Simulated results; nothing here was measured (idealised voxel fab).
Process module, titled voxel capacitor over wiring
Square cell edge 5 nm, section width 265 nm, ID cut.
This document writes a cross-section as a grid whose cells are square, and gives it as bands, listed from the top down; one or more rows of cells form a band. It is stipulated that each band's entry specify, in nanometres, the height of the top of the band and then that of its bottom, followed by the materials of the band in left-to-right sequence, each together with its width in nanometres. A single material marked by the word "edge to edge" is understood to fill the band from edge to edge; the word "air" is understood to denote empty space. Where do heights start? At 0: under that level the wafer as delivered is made of one material only. And the lowest band has no floor; it just carries on downward, as in "z 0 and below". Think of "30..40" as a width that walks from the first number to the second as you go down the band, top row to bottom row, taking equal-sized steps from row to row. It should be understood that the words "changes: none", when stated for a given step, signify that the cross-section underwent no change in any of its cells during that step. Voids not open to the top, 8 cells minimum: see "Closed void roster". Written width x height at distance; distance is from the left edge; nm. Read whatever lies past the settings on a step's line as the simulator's own remark about the step. What "overlay nm" on a step's line means: if the step has a mask, that mask lay this far to the right of its planned place, or, when the value is negative, to the left.
Steps planned for the process
1: RECEIVE [material Si]
2: CONFORMAL_DEP [material SiO2] [thk nm 10]
3: DIRECTIONAL_DEP [material TiN] [thk nm 5]
4: DIRECTIONAL_DEP [material W] [thk nm 25]
5: DIRECTIONAL_DEP [material aC] [thk nm 10]
6: PATTERN [tone cover] [mask id METAL_1] [material resist] [width nm 20] [pitch nm 80] [thk nm 25] [overlay nm 0]
7: DIRECTIONAL_ETCH [etch materials aC] [depth nm 10]
8: STRIP [etch materials resist]
9: DIRECTIONAL_ETCH [etch materials W] [depth nm 25]
10: DIRECTIONAL_ETCH [etch materials TiN] [depth nm 5]
11: STRIP [etch materials aC]
12: CONFORMAL_DEP [material SiCN] [thk nm 5]
13: FILL_DEP [material SiO2] [thk nm 10]
14: CMP [height nm 40]
15: CONFORMAL_DEP [material SiCN] [thk nm 5]
16: DIRECTIONAL_DEP [material SiO2] [thk nm 20]
17: PATTERN [tone open] [mask id PLUG_1] [material resist] [width nm 15] [thk nm 20] [overlay nm 0]
18: DIRECTIONAL_ETCH [etch materials SiO2] [depth nm 20]
19: DIRECTIONAL_ETCH [etch materials SiCN] [depth nm 5]
20: STRIP [etch materials resist]
21: EPI [material Ru] [thk nm 10]
22: EPI [material Ru] [thk nm 10]
23: EPI [material Ru] [thk nm 5]
24: DIRECTIONAL_DEP [material TiN] [thk nm 10]
25: DIRECTIONAL_DEP [material Al2O3] [thk nm 5]
26: DIRECTIONAL_DEP [material TiN] [thk nm 10]
27: MASKED_ETCH [tone cover] [mask id UPPER_PLATE] [width nm 65] [etch materials TiN] [depth nm 10] [overlay nm 0]
28: MASKED_ETCH [tone cover] [mask id UPPER_PLATE] [width nm 65] [etch materials Al2O3] [depth nm 5] [overlay nm 0]
29: PATTERN [tone cover] [mask id LOWER_PLATE] [material resist] [width nm 75] [thk nm 20] [overlay nm 0]
30: DIRECTIONAL_ETCH [etch materials TiN] [depth nm 10]
31: STRIP [etch materials resist]
32: FILL_DEP [material SiO2] [thk nm 20]
33: CMP [height nm 105]
34: MASKED_ETCH [tone open] [mask id PLUG_2] [width nm 15] [etch materials SiO2] [depth nm 15] [overlay nm 0]
35: CONFORMAL_DEP [material TiN] [thk nm 5]
36: FILL_DEP [material Ru] [thk nm 10]
37: CMP [height nm 105]
38: CONFORMAL_DEP [material SiN] [thk nm 5]
The first of a set of two wafers, run to plan
Incoming wafer in cross-section (state: after step 1)
z 0 and below = Si edge to edge
Closed void roster: none
Sectional view: wafer, after step 2
z 10 to 0 = SiO2 edge to edge
No changes below 0.
Sectional view: wafer, after step 3
z 15 to 10 = TiN edge to edge
No changes below 10.
Sectional view: wafer, after step 4
z 40 to 15 = W edge to edge
No changes below 15.
Sectional view: wafer, after step 5
z 50 to 40 = aC edge to edge
No changes below 40.
Sectional view: wafer, after step 6
z 75 to 50 = 80 nm air, then 20 nm resist, then 60 nm air, then 20 nm resist, then 85 nm air
No changes below 50.
Sectional view: wafer, after step 7
z 65 to 50 = 80 nm air, then 20 nm resist, then 60 nm air, then 20 nm resist, then 85 nm air
z 50 to 40 = 80 nm air, then 20 nm aC, then 60 nm air, then 20 nm aC, then 85 nm air
No changes below 40.
Sectional view: wafer, after step 8
z 50 to 40 = 80 nm air, then 20 nm aC, then 60 nm air, then 20 nm aC, then 85 nm air
No changes below 40.
Sectional view: wafer, after step 9
z 50 to 40 = 80 nm air, then 20 nm aC, then 60 nm air, then 20 nm aC, then 85 nm air
z 40 to 15 = 80 nm air, then 20 nm W, then 60 nm air, then 20 nm W, then 85 nm air
No changes below 15.
Sectional view: wafer, after step 10
z 50 to 40 = 80 nm air, then 20 nm aC, then 60 nm air, then 20 nm aC, then 85 nm air
z 40 to 15 = 80 nm air, then 20 nm W, then 60 nm air, then 20 nm W, then 85 nm air
z 15 to 10 = 80 nm air, then 20 nm TiN, then 60 nm air, then 20 nm TiN, then 85 nm air
No changes below 10.
Sectional view: wafer, after step 11
z 40 to 15 = 80 nm air, then 20 nm W, then 60 nm air, then 20 nm W, then 85 nm air
No changes below 15.
Sectional view: wafer, after step 12
z 45 to 40 = 75 nm air, then 30 nm SiCN, then 50 nm air, then 30 nm SiCN, then 80 nm air
z 40 to 15 = 75 nm air, then 5 nm SiCN, then 20 nm W, then 5 nm SiCN, then 50 nm air, then 5 nm SiCN, then 20 nm W, then 5 nm SiCN, then 80 nm air
z 15 to 10 = 80 nm SiCN, then 20 nm TiN, then 60 nm SiCN, then 20 nm TiN, then 85 nm SiCN
No changes below 10.
Sectional view: wafer, after step 13
z 55 to 45 = SiO2 edge to edge
z 45 to 40 = 75 nm SiO2, then 30 nm SiCN, then 50 nm SiO2, then 30 nm SiCN, then 80 nm SiO2
z 40 to 15 = 75 nm SiO2, then 5 nm SiCN, then 20 nm W, then 5 nm SiCN, then 50 nm SiO2, then 5 nm SiCN, then 20 nm W, then 5 nm SiCN, then 80 nm SiO2
No changes below 15.
Sectional view: wafer, after step 14
z 40 to 15 = 75 nm SiO2, then 5 nm SiCN, then 20 nm W, then 5 nm SiCN, then 50 nm SiO2, then 5 nm SiCN, then 20 nm W, then 5 nm SiCN, then 80 nm SiO2
No changes below 15.
Sectional view: wafer, after step 15
z 45 to 40 = SiCN edge to edge
No changes below 40.
Sectional view: wafer, after step 16
z 65 to 45 = SiO2 edge to edge
No changes below 45.
Sectional view: wafer, after step 17
z 85 to 65 = 85 nm resist, then 15 nm air, then 165 nm resist
No changes below 65.
Sectional view: wafer, after step 18
z 85 to 65 = 85 nm resist, then 15 nm air, then 165 nm resist
z 65 to 45 = 85 nm SiO2, then 15 nm air, then 165 nm SiO2
No changes below 45.
Sectional view: wafer, after step 19
z 85 to 65 = 85 nm resist, then 15 nm air, then 165 nm resist
z 65 to 45 = 85 nm SiO2, then 15 nm air, then 165 nm SiO2
z 45 to 40 = 85 nm SiCN, then 15 nm air, then 165 nm SiCN
No changes below 40.
Sectional view: wafer, after step 20
z 65 to 45 = 85 nm SiO2, then 15 nm air, then 165 nm SiO2
No changes below 45.
Sectional view: wafer, after step 21
z 65 to 50 = 85 nm SiO2, then 15 nm air, then 165 nm SiO2
z 50 to 45 = 85 nm SiO2, then 15 nm Ru, then 165 nm SiO2
z 45 to 40 = 85 nm SiCN, then 15 nm Ru, then 165 nm SiCN
No changes below 40.
Sectional view: wafer, after step 22
z 65 to 60 = 85 nm SiO2, then 15 nm air, then 165 nm SiO2
z 60 to 45 = 85 nm SiO2, then 15 nm Ru, then 165 nm SiO2
No changes below 45.
Sectional view: wafer, after step 23
z 65 to 45 = 85 nm SiO2, then 15 nm Ru, then 165 nm SiO2
No changes below 45.
Sectional view: wafer, after step 24
z 75 to 65 = TiN edge to edge
No changes below 65.
Sectional view: wafer, after step 25
z 80 to 75 = Al2O3 edge to edge
No changes below 75.
Sectional view: wafer, after step 26
z 90 to 80 = TiN edge to edge
No changes below 80.
Sectional view: wafer, after step 27
z 90 to 80 = 85 nm air, then 65 nm TiN, then 115 nm air
No changes below 80.
Sectional view: wafer, after step 28
z 90 to 80 = 85 nm air, then 65 nm TiN, then 115 nm air
z 80 to 75 = 85 nm air, then 65 nm Al2O3, then 115 nm air
No changes below 75.
Sectional view: wafer, after step 29
z 110 to 90 = 80 nm air, then 75 nm resist, then 110 nm air
z 90 to 80 = 80 nm air, then 5 nm resist, then 65 nm TiN, then 5 nm resist, then 110 nm air
z 80 to 75 = 80 nm air, then 5 nm resist, then 65 nm Al2O3, then 5 nm resist, then 110 nm air
No changes below 75.
Sectional view: wafer, after step 30
z 110 to 90 = 80 nm air, then 75 nm resist, then 110 nm air
z 90 to 80 = 80 nm air, then 5 nm resist, then 65 nm TiN, then 5 nm resist, then 110 nm air
z 80 to 75 = 80 nm air, then 5 nm resist, then 65 nm Al2O3, then 5 nm resist, then 110 nm air
z 75 to 65 = 80 nm air, then 75 nm TiN, then 110 nm air
No changes below 65.
Sectional view: wafer, after step 31
z 90 to 80 = 85 nm air, then 65 nm TiN, then 115 nm air
z 80 to 75 = 85 nm air, then 65 nm Al2O3, then 115 nm air
No changes below 75.
Sectional view: wafer, after step 32
z 110 to 90 = SiO2 edge to edge
z 90 to 80 = 85 nm SiO2, then 65 nm TiN, then 115 nm SiO2
z 80 to 75 = 85 nm SiO2, then 65 nm Al2O3, then 115 nm SiO2
z 75 to 65 = 80 nm SiO2, then 75 nm TiN, then 110 nm SiO2
No changes below 65.
Sectional view: wafer, after step 33
z 105 to 90 = SiO2 edge to edge
No changes below 90.
Sectional view: wafer, after step 34
z 105 to 90 = 95 nm SiO2, then 15 nm air, then 155 nm SiO2
No changes below 90.
Sectional view: wafer, after step 35
z 110 to 105 = 100 nm TiN, then 5 nm air, then 160 nm TiN
z 105 to 95 = 95 nm SiO2, then 5 nm TiN, then 5 nm air, then 5 nm TiN, then 155 nm SiO2
z 95 to 90 = 95 nm SiO2, then 15 nm TiN, then 155 nm SiO2
No changes below 90.
Sectional view: wafer, after step 36
z 120 to 110 = Ru edge to edge
z 110 to 105 = 100 nm TiN, then 5 nm Ru, then 160 nm TiN
z 105 to 95 = 95 nm SiO2, then 5 nm TiN, then 5 nm Ru, then 5 nm TiN, then 155 nm SiO2
No changes below 95.
Sectional view: wafer, after step 37
z 105 to 95 = 95 nm SiO2, then 5 nm TiN, then 5 nm Ru, then 5 nm TiN, then 155 nm SiO2
No changes below 95.
Sectional view: wafer, after step 38
z 110 to 105 = SiN edge to edge
No changes below 105.
The Second Wafer: Common Origin and Plan, One Mistake in Execution, Identical to the First Through Step 15
Second wafer, cross-section, planned end of step 16
z 65 to 40 = SiCN edge to edge
No changes below 40.
Second wafer, cross-section, planned end of step 17
z 85 to 65 = 85 nm resist, then 15 nm air, then 165 nm resist
No changes below 65.
Second wafer, cross-section, planned end of step 18: changes: none
Second wafer, cross-section, planned end of step 19
z 85 to 65 = 85 nm resist, then 15 nm air, then 165 nm resist
z 65 to 60 = 85 nm SiCN, then 15 nm air, then 165 nm SiCN
No changes below 60.
Second wafer, cross-section, planned end of step 20
z 65 to 60 = 85 nm SiCN, then 15 nm air, then 165 nm SiCN
No changes below 60.
Second wafer, cross-section, planned end of step 21: changes: none
Second wafer, cross-section, planned end of step 22: changes: none
Second wafer, cross-section, planned end of step 23: changes: none
Second wafer, cross-section, planned end of step 24
z 75 to 70 = 85 nm TiN, then 15 nm air, then 165 nm TiN
z 70 to 65 = TiN edge to edge
z 65 to 60 = 85 nm SiCN, then 15 nm TiN, then 165 nm SiCN
No changes below 60.
Second wafer, cross-section, planned end of step 25
z 80 to 75 = 85 nm Al2O3, then 15 nm air, then 165 nm Al2O3
z 75 to 70 = 85 nm TiN, then 15 nm Al2O3, then 165 nm TiN
No changes below 70.
Second wafer, cross-section, planned end of step 26
z 90 to 85 = 85 nm TiN, then 15 nm air, then 165 nm TiN
z 85 to 80 = TiN edge to edge
z 80 to 75 = 85 nm Al2O3, then 15 nm TiN, then 165 nm Al2O3
No changes below 75.
Second wafer, cross-section, planned end of step 27
z 90 to 80 = 100..85 nm air, then 50..65 nm TiN, then 115 nm air
No changes below 80.
Second wafer, cross-section, planned end of step 28
z 90 to 80 = 100..85 nm air, then 50..65 nm TiN, then 115 nm air
z 80 to 75 = 85 nm air, then 15 nm TiN, then 50 nm Al2O3, then 115 nm air
No changes below 75.
Second wafer, cross-section, planned end of step 29
z 110 to 90 = 80 nm air, then 75 nm resist, then 110 nm air
z 90 to 80 = 80 nm air, then 20..5 nm resist, then 50..65 nm TiN, then 5 nm resist, then 110 nm air
z 80 to 75 = 80 nm air, then 5 nm resist, then 15 nm TiN, then 50 nm Al2O3, then 5 nm resist, then 110 nm air
No changes below 75.
Second wafer, cross-section, planned end of step 30
z 110 to 90 = 80 nm air, then 75 nm resist, then 110 nm air
z 90 to 80 = 80 nm air, then 20..5 nm resist, then 50..65 nm TiN, then 5 nm resist, then 110 nm air
z 80 to 75 = 80 nm air, then 5 nm resist, then 15 nm TiN, then 50 nm Al2O3, then 5 nm resist, then 110 nm air
z 75 to 70 = 80 nm air, then 5 nm TiN, then 15 nm Al2O3, then 55 nm TiN, then 110 nm air
z 70 to 65 = 80 nm air, then 75 nm TiN, then 110 nm air
No changes below 65.
Second wafer, cross-section, planned end of step 31
z 90 to 80 = 100..85 nm air, then 50..65 nm TiN, then 115 nm air
z 80 to 75 = 85 nm air, then 15 nm TiN, then 50 nm Al2O3, then 115 nm air
No changes below 75.
Second wafer, cross-section, planned end of step 32
z 110 to 90 = SiO2 edge to edge
z 90 to 80 = 100..85 nm SiO2, then 50..65 nm TiN, then 115 nm SiO2
z 80 to 75 = 85 nm SiO2, then 15 nm TiN, then 50 nm Al2O3, then 115 nm SiO2
z 75 to 70 = 80 nm SiO2, then 5 nm TiN, then 15 nm Al2O3, then 55 nm TiN, then 110 nm SiO2
z 70 to 65 = 80 nm SiO2, then 75 nm TiN, then 110 nm SiO2
No changes below 65.
Second wafer, cross-section, planned end of step 33
z 105 to 90 = SiO2 edge to edge
No changes below 90.
Second wafer, cross-section, planned end of step 34
z 105 to 90 = 95 nm SiO2, then 15 nm air, then 155 nm SiO2
No changes below 90.
Second wafer, cross-section, planned end of step 35
z 110 to 105 = 100 nm TiN, then 5 nm air, then 160 nm TiN
z 105 to 95 = 95 nm SiO2, then 5 nm TiN, then 5 nm air, then 5 nm TiN, then 155 nm SiO2
z 95 to 85 = 95..100 nm SiO2, then 15..50 nm TiN, then 155..115 nm SiO2
No changes below 85.
Second wafer, cross-section, planned end of step 36
z 120 to 110 = Ru edge to edge
z 110 to 105 = 100 nm TiN, then 5 nm Ru, then 160 nm TiN
z 105 to 95 = 95 nm SiO2, then 5 nm TiN, then 5 nm Ru, then 5 nm TiN, then 155 nm SiO2
No changes below 95.
Second wafer, cross-section, planned end of step 37
z 105 to 95 = 95 nm SiO2, then 5 nm TiN, then 5 nm Ru, then 5 nm TiN, then 155 nm SiO2
No changes below 95.
Second wafer, cross-section, planned end of step 38
z 110 to 105 = SiN edge to edge
No changes below 105.
Finding, execution versus plan: step 16 did not use the planned setting and instead ran as DIRECTIONAL_DEP [material SiCN] [thk nm 20]
Final wafer comparison in cells, second versus first, more or fewer per material: -15 Ru | +212 SiCN | -197 SiO2
